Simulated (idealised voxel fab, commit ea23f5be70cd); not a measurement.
Process module, titled voxel wiring stack
Square cell edge 5 nm, section width 230 nm, ID cut.
When this document writes out a cross-section, it uses a grid of square cells and lists it as bands, beginning at the top and moving down, with a band standing for one or more rows of cells.
Top height, bottom height, nm. Materials left to right, width each, nm. Single material + "edge to edge" = fills band edge to edge. "blank" = empty.
Heights are measured from 0, the level below which the as-received wafer is all one material; the lowest band has no bottom and continues downward, written as in "from 0 down".
When a width is written as two numbers, as in "30->40", the first number is the width in the top row of cells of the band and the second is the width in its bottom row, and the width changes by the same amount from each row to the next.
"everything unchanged" -> step changed no cross-section cell.
You'll see "Voids, fully enclosed" listing empty spaces that have no way open to the top, as long as they're 8 cells or more; the notation is width x height at distance, where the distance is from the left edge, and all of it is in nm.
If you see something after the settings on a step's line, that's the simulator's own remark about that step.
overlay nm: mask offset rightward from planned place, masked step; negative means leftward offset.

The following list gives the planned process steps:
1) RECEIVE: material Si
2) CONFORMAL_DEP: material SiO2, thk nm 10
3) DIRECTIONAL_DEP: material TiN, thk nm 5
4) DIRECTIONAL_DEP: material W, thk nm 20
5) DIRECTIONAL_DEP: material aC, thk nm 10
6) PATTERN: tone cover, mask id METAL_1, material resist, width nm 25, pitch nm 55, thk nm 30, overlay nm 0
7) DIRECTIONAL_ETCH: etch materials aC, depth nm 10
8) STRIP: etch materials resist
9) DIRECTIONAL_ETCH: etch materials W, depth nm 20
10) DIRECTIONAL_ETCH: etch materials TiN, depth nm 5
11) STRIP: etch materials aC
12) CONFORMAL_DEP: material SiN, thk nm 5
13) FILL_DEP: material lowk, thk nm 5
14) CMP: height nm 35
15) CONFORMAL_DEP: material SiCN, thk nm 5
16) DIRECTIONAL_DEP: material lowk, thk nm 30
17) DIRECTIONAL_DEP: material aC, thk nm 15
18) PATTERN: tone open, mask id METAL_2_HOLES, material resist, width nm 15, pitch nm 110, thk nm 35, overlay nm 0
19) DIRECTIONAL_ETCH: etch materials aC, depth nm 15
20) STRIP: etch materials resist
21) DIRECTIONAL_ETCH: etch materials lowk, depth nm 30
22) STRIP: etch materials aC
23) DIRECTIONAL_DEP: material aC, thk nm 10
24) PATTERN: tone open, mask id METAL_2, material resist, width nm 25, pitch nm 55, thk nm 25, overlay nm 0
25) DIRECTIONAL_ETCH: etch materials aC, depth nm 10
26) STRIP: etch materials resist
27) DIRECTIONAL_ETCH: etch materials lowk, depth nm 20
28) DIRECTIONAL_ETCH: etch materials SiCN, depth nm 5
29) STRIP: etch materials aC
30) CONFORMAL_DEP: material TiN, thk nm 5
31) FILL_DEP: material Cu, thk nm 10
32) CMP: height nm 70
33) CONFORMAL_DEP: material SiCN, thk nm 5
34) DIRECTIONAL_DEP: material SiO2, thk nm 30
35) MASKED_ETCH: tone open, mask id METAL_3_HOLES, width nm 15, pitch nm 110, etch materials SiO2, depth nm 30, overlay nm 0
36) PATTERN: tone open, mask id METAL_3, material resist, width nm 25, pitch nm 55, thk nm 15, overlay nm 0
37) DIRECTIONAL_ETCH: etch materials SiO2, depth nm 15
38) DIRECTIONAL_ETCH: etch materials SiCN, depth nm 5
39) STRIP: etch materials resist
40) CONFORMAL_DEP: material TiN, thk nm 5
41) FILL_DEP: material Cu, thk nm 10
42) CMP: height nm 105
43) CONFORMAL_DEP: material SiCN, thk nm 5
44) DIRECTIONAL_DEP: material SiO2, thk nm 15
45) PATTERN: tone open, mask id PLUG_3, material resist, width nm 15, pitch nm 55, thk nm 15, overlay nm 0
46) DIRECTIONAL_ETCH: etch materials SiO2, depth nm 15
47) DIRECTIONAL_ETCH: etch materials SiCN, depth nm 5
48) STRIP: etch materials resist
49) EPI: material Ru, thk nm 10
50) EPI: material Ru, thk nm 10
51) DIRECTIONAL_DEP: material TiN, thk nm 5
52) DIRECTIONAL_DEP: material Ru, thk nm 20
53) DIRECTIONAL_DEP: material aC, thk nm 15
54) PATTERN: tone cover, mask id METAL_4, material resist, width nm 25, pitch nm 55, thk nm 35, overlay nm 0
55) DIRECTIONAL_ETCH: etch materials aC, depth nm 15
56) STRIP: etch materials resist
57) DIRECTIONAL_ETCH: etch materials Ru, depth nm 20
58) DIRECTIONAL_ETCH: etch materials TiN, depth nm 5
59) STRIP: etch materials aC
60) CONFORMAL_DEP: material SiCN, thk nm 5
61) FILL_DEP: material lowk, thk nm 5
62) CMP: height nm 150
63) CONFORMAL_DEP: material SiCN, thk nm 5

Shown in cross-section is the wafer as received, that is, as it stands after step 1:
- from 0 down: Si edge to edge
- Voids, fully enclosed: none

Cross-sectional result after module completion. Note: starting condition and plan are unchanged from above; one processing mistake was made:
- from 155 to 150: SiCN edge to edge
- from 150 to 145: 15 nm lowk, then 20 nm SiCN, then 10 nm Ru, then 5 nm SiCN, then 20 nm lowk, then 20 nm SiCN, then 10 nm Ru, then 5 nm SiCN, then 20 nm lowk, then 20 nm SiCN, then 10 nm Ru, then 5 nm SiCN, then 20 nm lowk, then 20 nm SiCN, then 10 nm Ru, then 5 nm SiCN, then 15 nm lowk
- from 145 to 130: 15 nm lowk, then 5 nm SiCN, then 25 nm Ru, then 5 nm SiCN, then 20 nm lowk, then 5 nm SiCN, then 25 nm Ru, then 5 nm SiCN, then 20 nm lowk, then 5 nm SiCN, then 25 nm Ru, then 5 nm SiCN, then 20 nm lowk, then 5 nm SiCN, then 25 nm Ru, then 5 nm SiCN, then 15 nm lowk
- from 130 to 125: 20 nm SiCN, then 15 nm Ru, then 10 nm TiN, then 30 nm SiCN, then 15 nm Ru, then 10 nm TiN, then 30 nm SiCN, then 15 nm Ru, then 10 nm TiN, then 30 nm SiCN, then 15 nm Ru, then 10 nm TiN, then 20 nm SiCN
- from 125 to 120: 20 nm SiCN, then 15 nm TiN, then 40 nm SiCN, then 15 nm TiN, then 40 nm SiCN, then 15 nm TiN, then 40 nm SiCN, then 15 nm TiN, then 30 nm SiCN
- from 120 to 105: SiO2 edge to edge
- from 105 to 95: 20 nm SiO2, then 5 nm TiN, then 15 nm Cu, then 5 nm TiN, then 30 nm SiO2, then 5 nm TiN, then 15 nm Cu, then 5 nm TiN, then 30 nm SiO2, then 5 nm TiN, then 15 nm Cu, then 5 nm TiN, then 30 nm SiO2, then 5 nm TiN, then 15 nm Cu, then 5 nm TiN, then 20 nm SiO2
- from 95 to 90: 20 nm SiO2, then 5 nm TiN, then 5 nm Cu, then 15 nm TiN, then 30 nm SiO2, then 25 nm TiN, then 30 nm SiO2, then 5 nm TiN, then 5 nm Cu, then 15 nm TiN, then 30 nm SiO2, then 25 nm TiN, then 20 nm SiO2
- from 90 to 75: 20 nm SiO2, then 5 nm TiN, then 5 nm Cu, then 5 nm TiN, then 95 nm SiO2, then 5 nm TiN, then 5 nm Cu, then 5 nm TiN, then 85 nm SiO2
- from 75 to 70: 20 nm SiCN, then 15 nm TiN, then 95 nm SiCN, then 15 nm TiN, then 85 nm SiCN
- from 70 to 55: 20 nm lowk, then 5 nm TiN, then 15 nm Cu, then 5 nm TiN, then 30 nm lowk, then 5 nm TiN, then 15 nm Cu, then 5 nm TiN, then 30 nm lowk, then 5 nm TiN, then 15 nm Cu, then 5 nm TiN, then 30 nm lowk, then 5 nm TiN, then 15 nm Cu, then 5 nm TiN, then 20 nm lowk
- from 55 to 50: 20 nm lowk, then 5 nm TiN, then 5 nm Cu, then 15 nm TiN, then 30 nm lowk, then 25 nm TiN, then 30 nm lowk, then 5 nm TiN, then 5 nm Cu, then 15 nm TiN, then 30 nm lowk, then 25 nm TiN, then 20 nm lowk
- from 50 to 40: 20 nm lowk, then 5 nm TiN, then 5 nm Cu, then 5 nm TiN, then 95 nm lowk, then 5 nm TiN, then 5 nm Cu, then 5 nm TiN, then 85 nm lowk
- from 40 to 35: 20 nm SiCN, then 15 nm TiN, then 95 nm SiCN, then 15 nm TiN, then 85 nm SiCN
- from 35 to 15: 15 nm lowk, then 5 nm SiN, then 25 nm W, then 5 nm SiN, then 20 nm lowk, then 5 nm SiN, then 25 nm W, then 5 nm SiN, then 20 nm lowk, then 5 nm SiN, then 25 nm W, then 5 nm SiN, then 20 nm lowk, then 5 nm SiN, then 25 nm W, then 5 nm SiN, then 15 nm lowk
- from 15 to 10: 20 nm SiN, then 25 nm TiN, then 30 nm SiN, then 25 nm TiN, then 30 nm SiN, then 25 nm TiN, then 30 nm SiN, then 25 nm TiN, then 20 nm SiN
- from 10 to 0: SiO2 edge to edge
- from 0 down: Si edge to edge
- Voids, fully enclosed: none
Which mistake was made when the wafer was run? note: step 43 <-> step 44, run order reversed vs plan
